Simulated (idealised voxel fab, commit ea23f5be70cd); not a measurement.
Process module under the name voxel local oxidation
Cross-section cut spans 280 nm and uses square cells 5 nm in size.
Cross-section = grid of square cells, listed top down in bands; band = one or more rows. Basically the band line says how high the top is and how high the bottom is, in nm, and then what's in it from left to right, every material with its width in nm. Empty space shows up as "empty", and if a single material carries "throughout" it runs the full band edge to edge. All heights in this document are referenced to 0, defined as the level beneath which the wafer, as received, consists entirely of one material. The lowest band is not bounded below; it extends indefinitely downward and is written in the form "from 0 down". You'd read "30..40" like this: the band's top row of cells is as wide as the first number, its bottom row is as wide as the second, and going down, every row changes width by the same amount as the row before did. Reading "nothing was modified" for a step: not a cell of the cross-section changed in it. The entry "Fully closed voids" lists the empty spaces that cover at least 8 cells and have no open path to the top. Each is written as width x height at distance, where the distance is measured from the left edge and all three values are in nm. Heads up: the bit after the settings on a step's line is the simulator's remark on that step. For masked steps, "overlay nm" on the step line gives how far right of plan the mask actually lay; a minus sign means it lay to the left.

### This section lists the process steps that were planned
| 1 | RECEIVE with material Si |
| 2 | CONFORMAL_DEP with material SiO2, thk nm 5 |
| 3 | CONFORMAL_DEP with material SiN, thk nm 5 |
| 4 | PATTERN with tone cover, mask id ACTIVE, material resist, width nm 95, thk nm 15, overlay nm 0 |
| 5 | DIRECTIONAL_ETCH with etch materials SiN, depth nm 15 |
| 6 | STRIP with etch materials resist |
| 7 | SELECTIVE_ETCH with etch materials SiO2, depth nm 5 |
| 8 | OXIDIZE with depth nm 15 |
| 9 | STRIP with etch materials SiN |
Be aware that, although all wafers share a common starting state, the thk nm at step 3 differs among them, and the plan displays the first wafer's value.

### The first of several wafers, as received after step 1, seen in section
	from 0 down = Si throughout
	Fully closed voids: none

### The following table contains a row per wafer, in which are reported, at the conclusion of the module, the cells of each material gained (+) or lost (-) since the wafer's receipt, with its closed voids given thereafter
thk nm 5, -135 Si, +152 SiO2, Fully closed voids: none
thk nm 10, -135 Si, +152 SiO2, Fully closed voids: none
thk nm 15, -135 Si, +152 SiO2, Fully closed voids: none
thk nm 20, +56 SiO2, Fully closed voids: none
thk nm 25, +56 SiO2, Fully closed voids: none
thk nm 30, +56 SiO2, Fully closed voids: none
